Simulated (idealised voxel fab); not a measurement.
Module name: voxel wiring stack (process module)
The cross-section on display is named cut; it measures 260 nm wide, and its cells are 5 nm squares.
When this document writes out a cross-section, it uses a grid of square cells and lists it as bands, beginning at the top and moving down, with a band standing for one or more rows of cells. Per band: top height and bottom height in nm, followed by the left-to-right materials and their widths in nm; "edge to edge" marks a single material spanning edge to edge, "air" marks empty space. Height is counted from the level 0, under which the received wafer is composed throughout of one material. The lowest of the bands is not closed at the bottom but continues downward, in the notation "0 nm and below". The two numbers in a width such as "30 to 40" mark its ends across the band: the first belongs to the top row of cells, the second to the bottom row, and from each row to the next the width moves by the same amount. Step marked "no change occurred"? Then no cell in the cross-section changed in it. If an empty space has no open way to the top and is at least 8 cells in size, "Closed empty spaces" lists it, written width x height at distance, where distance is measured from the left edge and every value is in nm. Heads up: the bit after the settings on a step's line is the simulator's remark on that step. You can add "overlay nm" to a step's line. For a step with a mask, it describes how far the mask lay to the right of its planned position, and a negative number describes a lay to the left.

These are the steps we planned for the process:
1,RECEIVE, material Si
2,CONFORMAL_DEP, material SiO2, thk nm 15
3,DIRECTIONAL_DEP, material TiN, thk nm 5
4,DIRECTIONAL_DEP, material Ru, thk nm 25
5,PATTERN, tone cover, mask id METAL_1, material resist, width nm 20, pitch nm 50, thk nm 20, overlay nm 0
6,DIRECTIONAL_ETCH, etch materials Ru, depth nm 25
7,DIRECTIONAL_ETCH, etch materials TiN, depth nm 5
8,STRIP, etch materials resist
9,FILL_DEP, material lowk, thk nm 10
10,CMP, height nm 45
11,CONFORMAL_DEP, material SiCN, thk nm 5
12,DIRECTIONAL_DEP, material lowk, thk nm 25
13,DIRECTIONAL_DEP, material aC, thk nm 15
14,PATTERN, tone open, mask id METAL_2_HOLES, material resist, width nm 15, thk nm 35, overlay nm 0
15,DIRECTIONAL_ETCH, etch materials aC, depth nm 15
16,STRIP, etch materials resist
17,DIRECTIONAL_ETCH, etch materials lowk, depth nm 25
18,STRIP, etch materials aC
19,PATTERN, tone open, mask id METAL_2, material resist, width nm 20, pitch nm 50, thk nm 15, overlay nm 0
20,DIRECTIONAL_ETCH, etch materials lowk, depth nm 15
21,DIRECTIONAL_ETCH, etch materials SiCN, depth nm 5
22,STRIP, etch materials resist
23,CONFORMAL_DEP, material TiN, thk nm 5
24,FILL_DEP, material Cu, thk nm 5
25,CMP, height nm 75
26,CONFORMAL_DEP, material SiCN, thk nm 5
27,DIRECTIONAL_DEP, material SiO2, thk nm 30
28,DIRECTIONAL_DEP, material aC, thk nm 15
29,PATTERN, tone open, mask id METAL_3_HOLES, material resist, width nm 15, thk nm 35, overlay nm 0
30,DIRECTIONAL_ETCH, etch materials aC, depth nm 15
31,STRIP, etch materials resist
32,DIRECTIONAL_ETCH, etch materials SiO2, depth nm 30
33,STRIP, etch materials aC
34,DIRECTIONAL_DEP, material aC, thk nm 10
35,PATTERN, tone open, mask id METAL_3, material resist, width nm 20, pitch nm 50, thk nm 30, overlay nm 0
36,DIRECTIONAL_ETCH, etch materials aC, depth nm 10
37,STRIP, etch materials resist
38,DIRECTIONAL_ETCH, etch materials SiO2, depth nm 15
39,DIRECTIONAL_ETCH, etch materials SiCN, depth nm 5
40,STRIP, etch materials aC
41,CONFORMAL_DEP, material TiN, thk nm 5
42,FILL_DEP, material Cu, thk nm 10
43,CMP, height nm 110
44,CONFORMAL_DEP, material SiCN, thk nm 5
45,DIRECTIONAL_DEP, material lowk, thk nm 15
46,MASKED_ETCH, tone open, mask id PLUG_3, width nm 15, etch materials lowk, depth nm 15, overlay nm 0
47,MASKED_ETCH, tone open, mask id PLUG_3, width nm 15, etch materials SiCN, depth nm 5, overlay nm 0
48,EPI, material Ru, thk nm 10
49,EPI, material Ru, thk nm 10
50,DIRECTIONAL_DEP, material TiN, thk nm 5
51,DIRECTIONAL_DEP, material Ru, thk nm 15
52,DIRECTIONAL_DEP, material aC, thk nm 15
53,PATTERN, tone cover, mask id METAL_4, material resist, width nm 20, pitch nm 50, thk nm 35, overlay nm 0
54,DIRECTIONAL_ETCH, etch materials aC, depth nm 15
55,STRIP, etch materials resist
56,DIRECTIONAL_ETCH, etch materials Ru, depth nm 15
57,DIRECTIONAL_ETCH, etch materials TiN, depth nm 5
58,STRIP, etch materials aC
59,FILL_DEP, material lowk, thk nm 5
60,CMP, height nm 150
61,CONFORMAL_DEP, material SiN, thk nm 5
Same starting wafers, different width nm at step 29. Plan value belongs to the first wafer.

Cross-section: the first of several wafers in its as-received state, i.e. following step 1:
	0 nm and below | Si edge to edge
	Closed empty spaces: none

Row per wafer, end-of-module: cell gain (+)/loss (-) by material since the wafer came in, then closed voids:
width nm 15; +23 Cu; +76 Ru; +147 SiCN; +52 SiN; +435 SiO2; +62 TiN; +817 lowk; Closed empty spaces: none
width nm 20; +27 Cu; +76 Ru; +146 SiCN; +52 SiN; +432 SiO2; +62 TiN; +817 lowk; Closed empty spaces: none
width nm 25; +32 Cu; +76 Ru; +146 SiCN; +52 SiN; +426 SiO2; +63 TiN; +817 lowk; Closed empty spaces: none
width nm 30; +37 Cu; +76 Ru; +146 SiCN; +52 SiN; +420 SiO2; +64 TiN; +817 lowk; Closed empty spaces: none
